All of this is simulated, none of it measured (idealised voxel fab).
Process module name: voxel local oxidation
In the cross-section labelled cut, the width is 155 nm and each square cell is 5 nm.
Throughout this document, each cross-section is represented as a grid of square cells and is presented as a sequence of bands enumerated from the top downward, where a band comprises one or more rows of cells.
For a band, the entry starts with two heights in nm, that of the top and then that of the bottom, and carries on with the band's materials in order from left to right, each alongside its width in nm; the word "all across" beside a single material means it fills the band edge to edge, and "empty" means empty space.
Measure heights from 0. That's the level where, below it, the as-received wafer is all one material. The lowest band is bottomless and extends downward; write it as in "from 0 down".
With a width like "30 to 40", each row of cells in the band differs from the next by the same amount, the top row carrying the first number and the bottom row the second.
"everything unchanged" after a step means that no cell of the cross-section changed.
Each empty space that has no open way to the top and spans at least 8 cells appears under "Closed void register" as width x height at distance, the distance counted from the left edge, all in nm.
On a step's line, text after the settings is the simulator commenting on that step.
overlay nm: step with mask; distance mask lay right of planned place; negative value = left of planned place.

THE STEPS PLANNED FOR THE PROCESS ARE AS FOLLOWS
1. RECEIVE, material Si
2. CONFORMAL_DEP, material SiO2, thk nm 5
3. CONFORMAL_DEP, material SiN, thk nm 10
4. DIRECTIONAL_DEP, material aC, thk nm 5
5. PATTERN, tone cover, mask id ACTIVE, material resist, width nm 90, thk nm 35, overlay nm 0
6. DIRECTIONAL_ETCH, etch materials aC, depth nm 15
7. STRIP, etch materials resist
8. DIRECTIONAL_ETCH, etch materials SiN, depth nm 10
9. STRIP, etch materials aC
10. SELECTIVE_ETCH, etch materials SiO2, depth nm 5
11. OXIDIZE, depth nm 10
12. STRIP, etch materials SiN
Quick note for whoever runs this: the wafers start identical, but the thk nm at step 4 isn't the same across them. The plan just shows what the first wafer had.

AFTER STEP 1, AS RECEIVED: FIRST OF SEVERAL WAFERS, CROSS-SECTION
    from 0 down  Si all across
    Closed void register: none

BASICALLY EACH WAFER GETS A LINE IN THE TABLE, SHOWING IT AT THE END OF THE MODULE: MATERIAL BY MATERIAL, THE CELLS IT GAINED (+) OR LOST (-) SINCE WE GOT IT, THEN ITS CLOSED VOIDS
thk nm 5, -38 Si, +54 SiO2, Closed void register: none
thk nm 10, -38 Si, +54 SiO2, Closed void register: none
thk nm 15, -38 Si, +54 SiO2, Closed void register: none
thk nm 20, +31 SiO2, Closed void register: none
thk nm 25, +31 SiO2, Closed void register: none
thk nm 30, +31 SiO2, Closed void register: none
